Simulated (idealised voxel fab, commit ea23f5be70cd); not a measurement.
The name of this process module is voxel self aligned vias.
We display cut, a cross-section 185 nm in width whose square cells are each 5 nm.
Think of the cross-section as a grid of square cells. We describe it in bands, top to bottom, and each band covers one or more rows of those cells. The entry gives the band's vertical extent as a top height and a bottom height in nm, then its horizontal make-up as materials from left to right, each with a width in nm. "air" stands for empty space; a single material marked "full width" fills the band edge to edge. Heights are expressed relative to 0, this being the level below which the as-received wafer comprises one material exclusively. The lowest band is unbounded in the downward direction and is denoted as in "0..down". Width "30..40": first value at the band's top row of cells, second value at its bottom row, equal change from row to row. "nothing was modified" -> step changed no cross-section cell. What "Cavities, sealed" gives you is every empty space of 8 cells or more that is cut off from the top. Each appears as width x height at distance, with the distance taken from the left edge and width, height and distance all in nm. Anything after a step's settings on that line? It's the simulator's own note about the step. overlay nm: for a step with a mask, the amount by which the mask lay right of where it was planned; a negative amount means left of it.

[plan]
| 1 | RECEIVE [material Si] |
| 2 | CONFORMAL_DEP [material SiO2] [thk nm 15] |
| 3 | CONFORMAL_DEP [material SiCN] [thk nm 5] |
| 4 | DIRECTIONAL_DEP [material lowk] [thk nm 30] |
| 5 | PATTERN [tone open] [mask id LINES] [material resist] [width nm 20] [pitch nm 60] [thk nm 15] [overlay nm 0] |
| 6 | DIRECTIONAL_ETCH [etch materials lowk] [depth nm 30] |
| 7 | STRIP [etch materials resist] |
| 8 | CONFORMAL_DEP [material TiN] [thk nm 5] |
| 9 | FILL_DEP [material Ru] [thk nm 10] |
| 10 | CMP [height nm 50] |
| 11 | SELECTIVE_ETCH [etch materials W Ru TiN] [depth nm 10] |
| 12 | FILL_DEP [material SiN] [thk nm 10] |
| 13 | CMP [height nm 50] |
| 14 | DIRECTIONAL_DEP [material lowk] [thk nm 15] |
| 15 | PATTERN [tone open] [mask id VIAS] [material resist] [width nm 30] [pitch nm 60] [thk nm 20] [overlay nm 0] |
| 16 | DIRECTIONAL_ETCH [etch materials lowk] [depth nm 15] |
| 17 | DIRECTIONAL_ETCH [etch materials SiN] [depth nm 10] |
| 18 | STRIP [etch materials resist] |
| 19 | CONFORMAL_DEP [material TiN] [thk nm 5] |
| 20 | FILL_DEP [material Ru] [thk nm 5] |
| 21 | CMP [height nm 65] |
| 22 | CONFORMAL_DEP [material SiN] [thk nm 5] |

[First out of two wafers; run went to plan]

[Cross-section of the wafer at receipt, which is the condition after step 1]
> 0..down  Si full width
> Cavities, sealed: none

[Wafer after step 2 (cross-section)]
> 15..0  SiO2 full width
> Heights below 0 show no change.

[Wafer after step 3 (cross-section)]
> 20..15  SiCN full width
> Heights below 15 show no change.

[Wafer after step 4 (cross-section)]
> 50..20  lowk full width
> Heights below 20 show no change.

[Wafer after step 5 (cross-section)]
> 65..50  resist 20 | air 20 | resist 40 | air 20 | resist 40 | air 20 | resist 25
> Heights below 50 show no change.

[Wafer after step 6 (cross-section)]
> 65..50  resist 20 | air 20 | resist 40 | air 20 | resist 40 | air 20 | resist 25
> 50..20  lowk 20 | air 20 | lowk 40 | air 20 | lowk 40 | air 20 | lowk 25
> Heights below 20 show no change.

[Wafer after step 7 (cross-section)]
> 50..20  lowk 20 | air 20 | lowk 40 | air 20 | lowk 40 | air 20 | lowk 25
> Heights below 20 show no change.

[Wafer after step 8 (cross-section)]
> 55..50  TiN 25 | air 10 | TiN 50 | air 10 | TiN 50 | air 10 | TiN 30
> 50..25  lowk 20 | TiN 5 | air 10 | TiN 5 | lowk 40 | TiN 5 | air 10 | TiN 5 | lowk 40 | TiN 5 | air 10 | TiN 5 | lowk 25
> 25..20  lowk 20 | TiN 20 | lowk 40 | TiN 20 | lowk 40 | TiN 20 | lowk 25
> Heights below 20 show no change.

[Wafer after step 9 (cross-section)]
> 65..55  Ru full width
> 55..50  TiN 25 | Ru 10 | TiN 50 | Ru 10 | TiN 50 | Ru 10 | TiN 30
> 50..25  lowk 20 | TiN 5 | Ru 10 | TiN 5 | lowk 40 | TiN 5 | Ru 10 | TiN 5 | lowk 40 | TiN 5 | Ru 10 | TiN 5 | lowk 25
> Heights below 25 show no change.

[Wafer after step 10 (cross-section)]
> 50..25  lowk 20 | TiN 5 | Ru 10 | TiN 5 | lowk 40 | TiN 5 | Ru 10 | TiN 5 | lowk 40 | TiN 5 | Ru 10 | TiN 5 | lowk 25
> Heights below 25 show no change.

[Wafer after step 11 (cross-section)]
> 50..40  lowk 20 | air 20 | lowk 40 | air 20 | lowk 40 | air 20 | lowk 25
> Heights below 40 show no change.

[Wafer after step 12 (cross-section)]
> 60..50  SiN full width
> 50..40  lowk 20 | SiN 20 | lowk 40 | SiN 20 | lowk 40 | SiN 20 | lowk 25
> Heights below 40 show no change.

[Wafer after step 13 (cross-section)]
> 50..40  lowk 20 | SiN 20 | lowk 40 | SiN 20 | lowk 40 | SiN 20 | lowk 25
> Heights below 40 show no change.

[Wafer after step 14 (cross-section)]
> 65..50  lowk full width
> Heights below 50 show no change.

[Wafer after step 15 (cross-section)]
> 85..65  resist 15 | air 30 | resist 30 | air 30 | resist 30 | air 30 | resist 20
> Heights below 65 show no change.

[Wafer after step 16 (cross-section)]
> 85..65  resist 15 | air 30 | resist 30 | air 30 | resist 30 | air 30 | resist 20
> 65..50  lowk 15 | air 30 | lowk 30 | air 30 | lowk 30 | air 30 | lowk 20
> Heights below 50 show no change.

[Wafer after step 17 (cross-section)]
> 85..65  resist 15 | air 30 | resist 30 | air 30 | resist 30 | air 30 | resist 20
> 65..50  lowk 15 | air 30 | lowk 30 | air 30 | lowk 30 | air 30 | lowk 20
> 50..40  lowk 20 | air 20 | lowk 40 | air 20 | lowk 40 | air 20 | lowk 25
> Heights below 40 show no change.

[Wafer after step 18 (cross-section)]
> 65..50  lowk 15 | air 30 | lowk 30 | air 30 | lowk 30 | air 30 | lowk 20
> Heights below 50 show no change.

[Wafer after step 19 (cross-section)]
> 70..65  TiN 20 | air 20 | TiN 40 | air 20 | TiN 40 | air 20 | TiN 25
> 65..55  lowk 15 | TiN 5 | air 20 | TiN 5 | lowk 30 | TiN 5 | air 20 | TiN 5 | lowk 30 | TiN 5 | air 20 | TiN 5 | lowk 20
> 55..45  lowk 15..20 | TiN 10..5 | air 10 | TiN 10..5 | lowk 30..40 | TiN 10..5 | air 10 | TiN 10..5 | lowk 30..40 | TiN 10..5 | air 10 | TiN 10..5 | lowk 20..25
> 45..40  lowk 20 | TiN 20 | lowk 40 | TiN 20 | lowk 40 | TiN 20 | lowk 25
> Heights below 40 show no change.

[Wafer after step 20 (cross-section)]
> 75..70  Ru full width
> 70..65  TiN 20 | Ru 20 | TiN 40 | Ru 20 | TiN 40 | Ru 20 | TiN 25
> 65..55  lowk 15 | TiN 5 | Ru 20 | TiN 5 | lowk 30 | TiN 5 | Ru 20 | TiN 5 | lowk 30 | TiN 5 | Ru 20 | TiN 5 | lowk 20
> 55..45  lowk 15..20 | TiN 10..5 | Ru 10 | TiN 10..5 | lowk 30..40 | TiN 10..5 | Ru 10 | TiN 10..5 | lowk 30..40 | TiN 10..5 | Ru 10 | TiN 10..5 | lowk 20..25
> Heights below 45 show no change.

[Wafer after step 21 (cross-section)]
> 65..55  lowk 15 | TiN 5 | Ru 20 | TiN 5 | lowk 30 | TiN 5 | Ru 20 | TiN 5 | lowk 30 | TiN 5 | Ru 20 | TiN 5 | lowk 20
> Heights below 55 show no change.

[Wafer after step 22 (cross-section)]
> 70..65  SiN full width
> Heights below 65 show no change.

[second wafer: like start, like plan, one mistake. Through step 2 it matches the first wafer]

Second wafer, cross-section, planned end of step 3: nothing was modified

[Second wafer, cross-section, planned end of step 4]
> 45..15  lowk full width
> Heights below 15 show no change.

[Second wafer, cross-section, planned end of step 5]
> 60..45  resist 20 | air 20 | resist 40 | air 20 | resist 40 | air 20 | resist 25
> Heights below 45 show no change.

[Second wafer, cross-section, planned end of step 6]
> 60..45  resist 20 | air 20 | resist 40 | air 20 | resist 40 | air 20 | resist 25
> 45..15  lowk 20 | air 20 | lowk 40 | air 20 | lowk 40 | air 20 | lowk 25
> Heights below 15 show no change.

[Second wafer, cross-section, planned end of step 7]
> 45..15  lowk 20 | air 20 | lowk 40 | air 20 | lowk 40 | air 20 | lowk 25
> Heights below 15 show no change.

[Second wafer, cross-section, planned end of step 8]
> 50..45  TiN 25 | air 10 | TiN 50 | air 10 | TiN 50 | air 10 | TiN 30
> 45..20  lowk 20 | TiN 5 | air 10 | TiN 5 | lowk 40 | TiN 5 | air 10 | TiN 5 | lowk 40 | TiN 5 | air 10 | TiN 5 | lowk 25
> 20..15  lowk 20 | TiN 20 | lowk 40 | TiN 20 | lowk 40 | TiN 20 | lowk 25
> Heights below 15 show no change.

[Second wafer, cross-section, planned end of step 9]
> 60..50  Ru full width
> 50..45  TiN 25 | Ru 10 | TiN 50 | Ru 10 | TiN 50 | Ru 10 | TiN 30
> 45..20  lowk 20 | TiN 5 | Ru 10 | TiN 5 | lowk 40 | TiN 5 | Ru 10 | TiN 5 | lowk 40 | TiN 5 | Ru 10 | TiN 5 | lowk 25
> Heights below 20 show no change.

[Second wafer, cross-section, planned end of step 10]
> 50..45  TiN 25 | Ru 10 | TiN 50 | Ru 10 | TiN 50 | Ru 10 | TiN 30
> Heights below 45 show no change.

[Second wafer, cross-section, planned end of step 11]
> 45..40  lowk 20 | air 20 | lowk 40 | air 20 | lowk 40 | air 20 | lowk 25
> Heights below 40 show no change.

[Second wafer, cross-section, planned end of step 12]
> 55..45  SiN full width
> 45..40  lowk 20 | SiN 20 | lowk 40 | SiN 20 | lowk 40 | SiN 20 | lowk 25
> Heights below 40 show no change.

[Second wafer, cross-section, planned end of step 13]
> 50..45  SiN full width
> Heights below 45 show no change.

[Second wafer, cross-section, planned end of step 14]
> 65..50  lowk full width
> Heights below 50 show no change.

[Second wafer, cross-section, planned end of step 15]
> 85..65  resist 15 | air 30 | resist 30 | air 30 | resist 30 | air 30 | resist 20
> Heights below 65 show no change.

[Second wafer, cross-section, planned end of step 16]
> 85..65  resist 15 | air 30 | resist 30 | air 30 | resist 30 | air 30 | resist 20
> 65..50  lowk 15 | air 30 | lowk 30 | air 30 | lowk 30 | air 30 | lowk 20
> Heights below 50 show no change.

[Second wafer, cross-section, planned end of step 17]
> 85..65  resist 15 | air 30 | resist 30 | air 30 | resist 30 | air 30 | resist 20
> 65..50  lowk 15 | air 30 | lowk 30 | air 30 | lowk 30 | air 30 | lowk 20
> 50..45  SiN 15 | air 30 | SiN 30 | air 30 | SiN 30 | air 30 | SiN 20
> 45..40  lowk 20 | air 20 | lowk 40 | air 20 | lowk 40 | air 20 | lowk 25
> Heights below 40 show no change.

[Second wafer, cross-section, planned end of step 18]
> 65..50  lowk 15 | air 30 | lowk 30 | air 30 | lowk 30 | air 30 | lowk 20
> Heights below 50 show no change.

[Second wafer, cross-section, planned end of step 19]
> 70..65  TiN 20 | air 20 | TiN 40 | air 20 | TiN 40 | air 20 | TiN 25
> 65..50  lowk 15 | TiN 5 | air 20 | TiN 5 | lowk 30 | TiN 5 | air 20 | TiN 5 | lowk 30 | TiN 5 | air 20 | TiN 5 | lowk 20
> 50..45  SiN 15 | TiN 10 | air 10 | TiN 10 | SiN 30 | TiN 10 | air 10 | TiN 10 | SiN 30 | TiN 10 | air 10 | TiN 10 | SiN 20
> 45..40  lowk 20 | TiN 20 | lowk 40 | TiN 20 | lowk 40 | TiN 20 | lowk 25
> Heights below 40 show no change.

[Second wafer, cross-section, planned end of step 20]
> 75..70  Ru full width
> 70..65  TiN 20 | Ru 20 | TiN 40 | Ru 20 | TiN 40 | Ru 20 | TiN 25
> 65..50  lowk 15 | TiN 5 | Ru 20 | TiN 5 | lowk 30 | TiN 5 | Ru 20 | TiN 5 | lowk 30 | TiN 5 | Ru 20 | TiN 5 | lowk 20
> 50..45  SiN 15 | TiN 10 | Ru 10 | TiN 10 | SiN 30 | TiN 10 | Ru 10 | TiN 10 | SiN 30 | TiN 10 | Ru 10 | TiN 10 | SiN 20
> Heights below 45 show no change.

[Second wafer, cross-section, planned end of step 21]
> 65..50  lowk 15 | TiN 5 | Ru 20 | TiN 5 | lowk 30 | TiN 5 | Ru 20 | TiN 5 | lowk 30 | TiN 5 | Ru 20 | TiN 5 | lowk 20
> Heights below 50 show no change.

[Second wafer, cross-section, planned end of step 22]
> 70..65  SiN full width
> Heights below 65 show no change.
What broke from the plan during processing? step 3 of the plan was jumped over and never run
End of process, cell counts, second wafer against first, materials with more or fewer: +12 Ru | -37 SiCN | +19 SiN | +6 TiN
